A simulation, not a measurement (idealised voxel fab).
process module | voxel transistor to metal
cross-section cut | 150 nm wide | cells 5 nm
A cross-section is a grid of square cells, given in bands from the top down. A band is one or more rows of cells.
Each band's line starts with the height of the band's top and of its bottom, in nm. Then come its materials from left to right, each with its width in nm. One material with "throughout" fills the band from edge to edge. "air" is empty space.
Height 0 is the level under which the wafer as received is all one material. The lowest band goes on downwards, as in "0 down".
A width such as "30 to 40" changes by the same amount from each row of cells to the next, from the band's top row to its bottom row.
"no change" after a step means that no cell of the cross-section changed.
closed voids: empty space of 8 cells or more with no open way to the top, each as width x height at its distance from the left edge, in nm
after a step's settings: what the simulator itself notes on the step
overlay nm, on a step with a mask: how far to the right of its planned place the mask lay; to the left if negative
Each pair below shows a cross-section before one step and the cross-section after it, down to the lowest band that changed. The line under each pair gives the step between them, with its settings. The pairs can come from different runs of this module on the same starting wafer, so a pair continues from the pair above only where its "before" says so.
before
  30 to 20: air 30 | aC 105 | air 15
  20 to 5: air 30 | SiN 105 | air 15
  5 to 0: air 30 | SiO2 105 | air 15
  0 down: Si throughout
  closed voids: none
after
  30 to 20: air 30 | aC 105 | air 15
  20 to 5: air 30 | SiN 105 | air 15
  5 to 0: air 30 | SiO2 105 | air 15
  0 to -35: air 30 | Si 105 | air 15
  below -35: unchanged
  closed voids: none
the step between: op DIRECTIONAL_ETCH | etch materials Si | depth nm 35
before: the cross-section after the pair above
after
  20 to 5: air 30 | SiN 105 | air 15
  below 5: unchanged
  closed voids: none
the step between: op STRIP | etch materials aC
before: the cross-section after the pair above
after
  20 to 5: air 30 | SiN 105 | air 15
  5 to 0: air 30 | SiO2 105 | air 15
  0 to -35: air 30 | SiO2 5 | Si 95 | SiO2 5 | air 15
  -35 to -40: SiO2 35 | Si 95 | SiO2 20
  below -40: unchanged
  closed voids: none
the step between: op OXIDIZE | depth nm 5
before: the cross-section after the pair above
after
  25 to 20: SiO2 throughout
  20 to 5: SiO2 30 | SiN 105 | SiO2 15
  5 to 0: SiO2 throughout
  0 to -40: SiO2 35 | Si 95 | SiO2 20
  below -40: unchanged
  closed voids: none
the step between: op FILL_DEP | material SiO2 | thk nm 5
before: the cross-section after the pair above
after
  20 to 5: SiO2 30 | SiN 105 | SiO2 15
  below 5: unchanged
  closed voids: none
the step between: op CMP | height nm 20
before: the cross-section after the pair above
after
  20 to 15: air 30 | SiN 105 | air 15
  below 15: unchanged
  closed voids: none
the step between: op SELECTIVE_ETCH | etch materials SiO2 | depth nm 5
before: the cross-section after the pair above
after
  15 to 5: SiO2 30 | air 105 | SiO2 15
  below 5: unchanged
  closed voids: none
the step between: op STRIP | etch materials SiN
before: the cross-section after the pair above
after
  10 to 0: SiO2 25 | air 115 | SiO2 10
  below 0: unchanged
  closed voids: none
the step between: op SELECTIVE_ETCH | etch materials SiO2 | depth nm 5
before: the cross-section after the pair above
after
  10 to 0: SiO2 25 | air 115 | SiO2 10
  0 to -5: SiO2 throughout
  below -5: unchanged
  closed voids: none
the step between: op OXIDIZE | depth nm 5
before: the cross-section after the pair above
after
  30 to 20: polySi 25 | air 115 | polySi 10
  20 to 10: polySi throughout
  10 to 0: SiO2 25 | polySi 115 | SiO2 10
  below 0: unchanged
  closed voids: none
the step between: op DIRECTIONAL_DEP | material polySi | thk nm 20
before: the cross-section after the pair above
after
  45 to 35: SiCN 25 | air 115 | SiCN 10
  35 to 30: SiCN throughout
  30 to 20: polySi 25 | SiCN 115 | polySi 10
  below 20: unchanged
  closed voids: none
the step between: op DIRECTIONAL_DEP | material SiCN | thk nm 15
before: the cross-section after the pair above
after
  35 to 30: air 60 | SiCN 25 | air 65
  30 to 20: polySi 25 | air 35 | SiCN 25 | air 55 | polySi 10
  below 20: unchanged
  closed voids: none
the step between: op MASKED_ETCH | tone cover | mask id GATE | width nm 25 | etch materials SiCN | depth nm 25 | overlay nm 0
before: the cross-section after the pair above
after
  35 to 20: air 60 | SiCN 25 | air 65
  20 to 10: air 60 | polySi 25 | air 65
  10 to 0: SiO2 25 | air 35 | polySi 25 | air 55 | SiO2 10
  below 0: unchanged
  closed voids: none
the step between: op MASKED_ETCH | tone cover | mask id GATE | width nm 25 | etch materials polySi | depth nm 30 | overlay nm 0
before: the cross-section after the pair above
after
  40 to 35: air 55 | SiO2 35 | air 60
  35 to 20: air 55 | SiO2 5 | SiCN 25 | SiO2 5 | air 60
  20 to 15: air 55 | SiO2 5 | polySi 25 | SiO2 5 | air 60
  15 to 5: SiO2 30 | air 25 | SiO2 5 | polySi 25 | SiO2 5 | air 45 | SiO2 15
  5 to 0: SiO2 60 | polySi 25 | SiO2 65
  below 0: unchanged
  closed voids: none
the step between: op CONFORMAL_DEP | material SiO2 | thk nm 5
before: the cross-section after the pair above
after
  35 to 20: air 55 | SiO2 5 | SiCN 25 | SiO2 5 | air 60
  20 to 10: air 55 | SiO2 5 | polySi 25 | SiO2 5 | air 60
  10 to 0: SiO2 30 | air 25 | SiO2 5 | polySi 25 | SiO2 5 | air 45 | SiO2 15
  below 0: unchanged
  closed voids: none
the step between: op DIRECTIONAL_ETCH | etch materials SiO2 | depth nm 5
before: the cross-section after the pair above
after
  40 to 35: air 50 | SiN 45 | air 55
  35 to 20: air 50 | SiN 5 | SiO2 5 | SiCN 25 | SiO2 5 | SiN 5 | air 55
  20 to 15: air 50 | SiN 5 | SiO2 5 | polySi 25 | SiO2 5 | SiN 5 | air 55
  15 to 10: SiN 35 | air 15 | SiN 5 | SiO2 5 | polySi 25 | SiO2 5 | SiN 5 | air 35 | SiN 20
  10 to 5: SiO2 30 | SiN 5 | air 15 | SiN 5 | SiO2 5 | polySi 25 | SiO2 5 | SiN 5 | air 35 | SiN 5 | SiO2 15
  5 to 0: SiO2 30 | SiN 25 | SiO2 5 | polySi 25 | SiO2 5 | SiN 45 | SiO2 15
  below 0: unchanged
  closed voids: none
the step between: op CONFORMAL_DEP | material SiN | thk nm 5
before: the cross-section after the pair above
after
  35 to 20: air 50 | SiN 5 | SiO2 5 | SiCN 25 | SiO2 5 | SiN 5 | air 55
  20 to 10: air 50 | SiN 5 | SiO2 5 | polySi 25 | SiO2 5 | SiN 5 | air 55
  10 to 0: SiO2 30 | SiN 5 | air 15 | SiN 5 | SiO2 5 | polySi 25 | SiO2 5 | SiN 5 | air 35 | SiN 5 | SiO2 15
  below 0: unchanged
  closed voids: none
the step between: op DIRECTIONAL_ETCH | etch materials SiN | depth nm 5
before: the cross-section after the pair above
after
  35 to 30: air 50 | SiN 5 | air 5 | SiCN 25 | air 5 | SiN 5 | air 55
  30 to 20: air 50 | SiN 5 | SiO2 5 | SiCN 25 | SiO2 5 | SiN 5 | air 55
  20 to 10: air 50 | SiN 5 | SiO2 5 | polySi 25 | SiO2 5 | SiN 5 | air 55
  10 to 5: air 30 | SiN 5 | air 15 | SiN 5 | SiO2 5 | polySi 25 | SiO2 5 | SiN 5 | air 35 | SiN 5 | air 15
  5 to 0: SiO2 30 | SiN 5 | air 15 | SiN 5 | SiO2 5 | polySi 25 | SiO2 5 | SiN 5 | air 35 | SiN 5 | SiO2 15
  0 to -5: SiO2 35 | air 15 | SiO2 45 | air 35 | SiO2 20
  below -5: unchanged
  closed voids: none
the step between: op DIRECTIONAL_ETCH | etch materials SiO2 | depth nm 5
before: the cross-section after the pair above
after
  35 to 30: air 50 | SiN 5 | air 5 | SiCN 25 | air 5 | SiN 5 | air 55
  30 to 20: air 50 | SiN 5 | SiO2 5 | SiCN 25 | SiO2 5 | SiN 5 | air 55
  20 to 10: air 50 | SiN 5 | SiO2 5 | polySi 25 | SiO2 5 | SiN 5 | air 55
  10 to 5: air 30 | SiN 5 | air 15 | SiN 5 | SiO2 5 | polySi 25 | SiO2 5 | SiN 5 | air 35 | SiN 5 | air 15
  5 to 0: SiO2 30 | SiN 5 | air 15 | SiN 5 | SiO2 5 | polySi 25 | SiO2 5 | SiN 5 | air 35 | SiN 5 | SiO2 15
  0 to -5: SiO2 35 | air 15 | SiO2 45 | air 35 | SiO2 20
  -5 to -15: SiO2 35 | air 15 | Si 45 | air 35 | SiO2 20
  below -15: unchanged
  closed voids: none
the step between: op DIRECTIONAL_ETCH | etch materials Si | depth nm 10
before: the cross-section after the pair above
after
  35 to 30: air 50 | SiN 5 | air 5 | SiCN 25 | air 5 | SiN 5 | air 55
  30 to 20: air 50 | SiN 5 | SiO2 5 | SiCN 25 | SiO2 5 | SiN 5 | air 55
  20 to 10: air 50 | SiN 5 | SiO2 5 | polySi 25 | SiO2 5 | SiN 5 | air 55
  10 to 5: air 30 | SiN 5 | pSi 15 | SiN 5 | SiO2 5 | polySi 25 | SiO2 5 | SiN 5 | pSi 15 | air 20 | SiN 5 | air 15
  5 to 0: SiO2 30 | SiN 5 | pSi 15 | SiN 5 | SiO2 5 | polySi 25 | SiO2 5 | SiN 5 | pSi 15 | air 20 | SiN 5 | SiO2 15
  0 to -5: SiO2 35 | pSi 15 | SiO2 45 | pSi 35 | SiO2 20
  -5 to -15: SiO2 35 | pSi 15 | Si 45 | pSi 35 | SiO2 20
  below -15: unchanged
  closed voids: none
the step between: op EPI | material pSi | thk nm 15
before: the cross-section after the pair above
after
  45 to 35: SiO2 throughout
  35 to 20: SiO2 50 | SiN 5 | SiO2 5 | SiCN 25 | SiO2 5 | SiN 5 | SiO2 55
  20 to 10: SiO2 50 | SiN 5 | SiO2 5 | polySi 25 | SiO2 5 | SiN 5 | SiO2 55
  10 to 0: SiO2 30 | SiN 5 | pSi 15 | SiN 5 | SiO2 5 | polySi 25 | SiO2 5 | SiN 5 | pSi 15 | SiO2 20 | SiN 5 | SiO2 15
  below 0: unchanged
  closed voids: none
the step between: op FILL_DEP | material SiO2 | thk nm 10
before: the cross-section after the pair above
after
  35 to 20: SiO2 50 | SiN 5 | SiO2 5 | SiCN 25 | SiO2 5 | SiN 5 | SiO2 55
  below 20: unchanged
  closed voids: none
the step between: op CMP | height nm 35
before: the cross-section after the pair above
after
  45 to 35: SiO2 throughout
  below 35: unchanged
  closed voids: none
the step between: op DIRECTIONAL_DEP | material SiO2 | thk nm 10
before: the cross-section after the pair above
after
  60 to 45: resist 25 | air 30 | resist 35 | air 30 | resist 30
  below 45: unchanged
  closed voids: none
the step between: op PATTERN | tone open | mask id CONTACT | material resist | width nm 30 | pitch nm 65 | thk nm 15 | overlay nm 0
before: the cross-section after the pair above
after
  60 to 45: resist 25 | air 30 | resist 35 | air 30 | resist 30
  45 to 35: SiO2 25 | air 30 | SiO2 35 | air 30 | SiO2 30
  35 to 20: SiO2 25 | air 25 | SiN 5 | SiO2 5 | SiCN 25 | SiO2 5 | SiN 5 | air 25 | SiO2 30
  20 to 10: SiO2 25 | air 25 | SiN 5 | SiO2 5 | polySi 25 | SiO2 5 | SiN 5 | air 25 | SiO2 30
  10 to 0: SiO2 25 | air 5 | SiN 5 | pSi 15 | SiN 5 | SiO2 5 | polySi 25 | SiO2 5 | SiN 5 | pSi 15 | air 10 | SiO2 10 | SiN 5 | SiO2 15
  below 0: unchanged
  closed voids: none
the step between: op DIRECTIONAL_ETCH | etch materials SiO2 | depth nm 45
before: the cross-section after the pair above
after
  45 to 35: SiO2 25 | air 30 | SiO2 35 | air 30 | SiO2 30
  below 35: unchanged
  closed voids: none
the step between: op STRIP | etch materials resist
before: the cross-section after the pair above
after
  50 to 45: TiN 30 | air 20 | TiN 45 | air 20 | TiN 35
  45 to 35: SiO2 25 | TiN 5 | air 20 to 15 | TiN 5 to 10 | SiO2 35 | TiN 5 to 10 | air 20 to 15 | TiN 5 | SiO2 30
  35 to 20: SiO2 25 | TiN 5 | air 15 | TiN 5 | SiN 5 | SiO2 5 | SiCN 25 | SiO2 5 | SiN 5 | TiN 5 | air 15 | TiN 5 | SiO2 30
  20 to 15: SiO2 25 | TiN 5 | air 15 | TiN 5 | SiN 5 | SiO2 5 | polySi 25 | SiO2 5 | SiN 5 | TiN 5 | air 15 | TiN 5 | SiO2 30
  15 to 10: SiO2 25 | TiN 25 | SiN 5 | SiO2 5 | polySi 25 | SiO2 5 | SiN 5 | TiN 25 | SiO2 30
  10 to 0: SiO2 25 | TiN 5 | SiN 5 | pSi 15 | SiN 5 | SiO2 5 | polySi 25 | SiO2 5 | SiN 5 | pSi 15 | TiN 10 | SiO2 10 | SiN 5 | SiO2 15
  below 0: unchanged
  closed voids: none
the step between: op CONFORMAL_DEP | material TiN | thk nm 5
before: the cross-section after the pair above
after
  55 to 50: W throughout
  50 to 45: TiN 30 | W 20 | TiN 45 | W 20 | TiN 35
  45 to 35: SiO2 25 | TiN 5 | W 20 to 15 | TiN 5 to 10 | SiO2 35 | TiN 5 to 10 | W 20 to 15 | TiN 5 | SiO2 30
  35 to 20: SiO2 25 | TiN 5 | W 15 | TiN 5 | SiN 5 | SiO2 5 | SiCN 25 | SiO2 5 | SiN 5 | TiN 5 | W 15 | TiN 5 | SiO2 30
  20 to 15: SiO2 25 | TiN 5 | W 15 | TiN 5 | SiN 5 | SiO2 5 | polySi 25 | SiO2 5 | SiN 5 | TiN 5 | W 15 | TiN 5 | SiO2 30
  below 15: unchanged
  closed voids: none
the step between: op FILL_DEP | material W | thk nm 5
before: the cross-section after the pair above
after
  45 to 35: SiO2 25 | TiN 5 | W 20 to 15 | TiN 5 to 10 | SiO2 35 | TiN 5 to 10 | W 20 to 15 | TiN 5 | SiO2 30
  below 35: unchanged
  closed voids: none
the step between: op CMP | height nm 45
before: the cross-section after the pair above
after
  50 to 45: TiN throughout
  below 45: unchanged
  closed voids: none
the step between: op DIRECTIONAL_DEP | material TiN | thk nm 5
before: the cross-section after the pair above
after
  65 to 50: W throughout
  below 50: unchanged
  closed voids: none
the step between: op DIRECTIONAL_DEP | material W | thk nm 15
before: the cross-section after the pair above
after
  85 to 65: air 25 | resist 20 | air 55 | resist 20 | air 30
  below 65: unchanged
  closed voids: none
the step between: op PATTERN | tone cover | mask id METAL_1 | material resist | width nm 20 | pitch nm 75 | thk nm 20 | overlay nm 0
before: the cross-section after the pair above
after
  85 to 65: air 25 | resist 20 | air 55 | resist 20 | air 30
  65 to 50: air 25 | W 20 | air 55 | W 20 | air 30
  below 50: unchanged
  closed voids: none
the step between: op DIRECTIONAL_ETCH | etch materials W | depth nm 15
before: the cross-section after the pair above
after
  85 to 65: air 25 | resist 20 | air 55 | resist 20 | air 30
  65 to 50: air 25 | W 20 | air 55 | W 20 | air 30
  50 to 45: air 25 | TiN 20 | air 55 | TiN 20 | air 30
  below 45: unchanged
  closed voids: none
the step between: op DIRECTIONAL_ETCH | etch materials TiN | depth nm 5
before: the cross-section after the pair above
after
  65 to 50: air 25 | W 20 | air 55 | W 20 | air 30
  below 50: unchanged
  closed voids: none
the step between: op STRIP | etch materials resist
before: the cross-section after the pair above
after
  75 to 65: lowk throughout
  65 to 50: lowk 25 | W 20 | lowk 55 | W 20 | lowk 30
  50 to 45: lowk 25 | TiN 20 | lowk 55 | TiN 20 | lowk 30
  below 45: unchanged
  closed voids: none
the step between: op FILL_DEP | material lowk | thk nm 10
before: the cross-section after the pair above
after
  65 to 50: lowk 25 | W 20 | lowk 55 | W 20 | lowk 30
  below 50: unchanged
  closed voids: none
the step between: op CMP | height nm 65
before: the cross-section after the pair above
after
  70 to 65: SiCN throughout
  below 65: unchanged
  closed voids: none
the step between: op CONFORMAL_DEP | material SiCN | thk nm 5
before
  45 to 35: SiO2 25 | TiN 5 | W 20 to 15 | TiN 5 to 10 | SiO2 35 | TiN 5 to 10 | W 20 to 15 | TiN 5 | SiO2 30
  35 to 20: SiO2 25 | TiN 5 | W 15 | TiN 5 | SiN 5 | SiO2 5 | SiCN 25 | SiO2 5 | SiN 5 | TiN 5 | W 15 | TiN 5 | SiO2 30
  20 to 15: SiO2 25 | TiN 5 | W 15 | TiN 5 | SiN 5 | SiO2 5 | polySi 25 | SiO2 5 | SiN 5 | TiN 5 | W 15 | TiN 5 | SiO2 30
  15 to 10: SiO2 25 | TiN 25 | SiN 5 | SiO2 5 | polySi 25 | SiO2 5 | SiN 5 | TiN 25 | SiO2 30
  10 to 0: SiO2 20 | SiN 5 | TiN 10 | pSi 15 | SiN 5 | SiO2 5 | polySi 25 | SiO2 5 | SiN 5 | pSi 15 | TiN 10 | SiN 5 | SiO2 25
  0 to -5: SiO2 25 | pSi 25 | SiO2 45 | pSi 25 | SiO2 30
  -5 to -15: SiO2 25 | pSi 25 | Si 45 | pSi 25 | SiO2 30
  -15 to -40: SiO2 25 | Si 95 | SiO2 30
  -40 down: Si throughout
  closed voids: none
after
  50 to 45: W throughout
  below 45: unchanged
  closed voids: none
the step between: op DIRECTIONAL_DEP | material W | thk nm 5
before: the cross-section after the pair above
after
  65 to 45: W throughout
  below 45: unchanged
  closed voids: none
the step between: op DIRECTIONAL_DEP | material W | thk nm 15
before: the cross-section after the pair above
after
  85 to 65: air 25 | resist 20 | air 55 | resist 20 | air 30
  below 65: unchanged
  closed voids: none
the step between: op PATTERN | tone cover | mask id METAL_1 | material resist | width nm 20 | pitch nm 75 | thk nm 20 | overlay nm 0
before: the cross-section after the pair above
after
  85 to 65: air 25 | resist 20 | air 55 | resist 20 | air 30
  65 to 50: air 25 | W 20 | air 55 | W 20 | air 30
  below 50: unchanged
  closed voids: none
the step between: op DIRECTIONAL_ETCH | etch materials W | depth nm 15
before: the cross-section after the pair above
after
  65 to 50: air 25 | W 20 | air 55 | W 20 | air 30
  below 50: unchanged
  closed voids: none
the step between: op STRIP | etch materials resist
before: the cross-section after the pair above
after
  75 to 65: lowk throughout
  65 to 50: lowk 25 | W 20 | lowk 55 | W 20 | lowk 30
  below 50: unchanged
  closed voids: none
the step between: op FILL_DEP | material lowk | thk nm 10
before: the cross-section after the pair above
after
  65 to 50: lowk 25 | W 20 | lowk 55 | W 20 | lowk 30
  below 50: unchanged
  closed voids: none
the step between: op CMP | height nm 65
before: the cross-section after the pair above
after
  70 to 65: SiCN throughout
  below 65: unchanged
  closed voids: none
the step between: op CONFORMAL_DEP | material SiCN | thk nm 5
before
  65 to 50: W throughout
  50 to 45: TiN throughout
  45 to 35: SiO2 25 | TiN 5 | W 20 to 15 | TiN 5 to 10 | SiO2 35 | TiN 5 to 10 | W 20 to 15 | TiN 5 | SiO2 30
  35 to 20: SiO2 25 | TiN 5 | W 15 | TiN 5 | SiN 5 | SiO2 5 | SiCN 25 | SiO2 5 | SiN 5 | TiN 5 | W 15 | TiN 5 | SiO2 30
  20 to 15: SiO2 25 | TiN 5 | W 15 | TiN 5 | SiN 5 | SiO2 5 | polySi 25 | SiO2 5 | SiN 5 | TiN 5 | W 15 | TiN 5 | SiO2 30
  15 to 10: SiO2 25 | TiN 25 | SiN 5 | SiO2 5 | polySi 25 | SiO2 5 | SiN 5 | TiN 25 | SiO2 30
  10 to 0: SiO2 20 | SiN 5 | TiN 10 | pSi 15 | SiN 5 | SiO2 5 | polySi 25 | SiO2 5 | SiN 5 | pSi 15 | TiN 10 | SiN 5 | SiO2 25
  0 to -5: SiO2 25 | pSi 25 | SiO2 45 | pSi 25 | SiO2 30
  -5 to -15: SiO2 25 | pSi 25 | Si 45 | pSi 25 | SiO2 30
  -15 to -40: SiO2 25 | Si 95 | SiO2 30
  -40 down: Si throughout
  closed voids: none
after
  85 to 65: resist 25 | air 20 | resist 55 | air 20 | resist 30
  below 65: unchanged
  closed voids: none
the step between: op PATTERN | tone open | mask id METAL_1 | material resist | width nm 20 | pitch nm 75 | thk nm 20 | overlay nm 0
before: the cross-section after the pair above
after
  85 to 65: resist 25 | air 20 | resist 55 | air 20 | resist 30
  65 to 50: W 25 | air 20 | W 55 | air 20 | W 30
  below 50: unchanged
  closed voids: none
the step between: op DIRECTIONAL_ETCH | etch materials W | depth nm 15
before: the cross-section after the pair above
after
  85 to 65: resist 25 | air 20 | resist 55 | air 20 | resist 30
  65 to 50: W 25 | air 20 | W 55 | air 20 | W 30
  50 to 45: TiN 25 | air 20 | TiN 55 | air 20 | TiN 30
  below 45: unchanged
  closed voids: none
the step between: op DIRECTIONAL_ETCH | etch materials TiN | depth nm 5
before: the cross-section after the pair above
after
  65 to 50: W 25 | air 20 | W 55 | air 20 | W 30
  below 50: unchanged
  closed voids: none
the step between: op STRIP | etch materials resist
before: the cross-section after the pair above
after
  75 to 65: lowk throughout
  65 to 50: W 25 | lowk 20 | W 55 | lowk 20 | W 30
  50 to 45: TiN 25 | lowk 20 | TiN 55 | lowk 20 | TiN 30
  below 45: unchanged
  closed voids: none
the step between: op FILL_DEP | material lowk | thk nm 10
before: the cross-section after the pair above
after
  65 to 50: W 25 | lowk 20 | W 55 | lowk 20 | W 30
  below 50: unchanged
  closed voids: none
the step between: op CMP | height nm 65
before: the cross-section after the pair above
after
  70 to 65: SiCN throughout
  below 65: unchanged
  closed voids: none
the step between: op CONFORMAL_DEP | material SiCN | thk nm 5
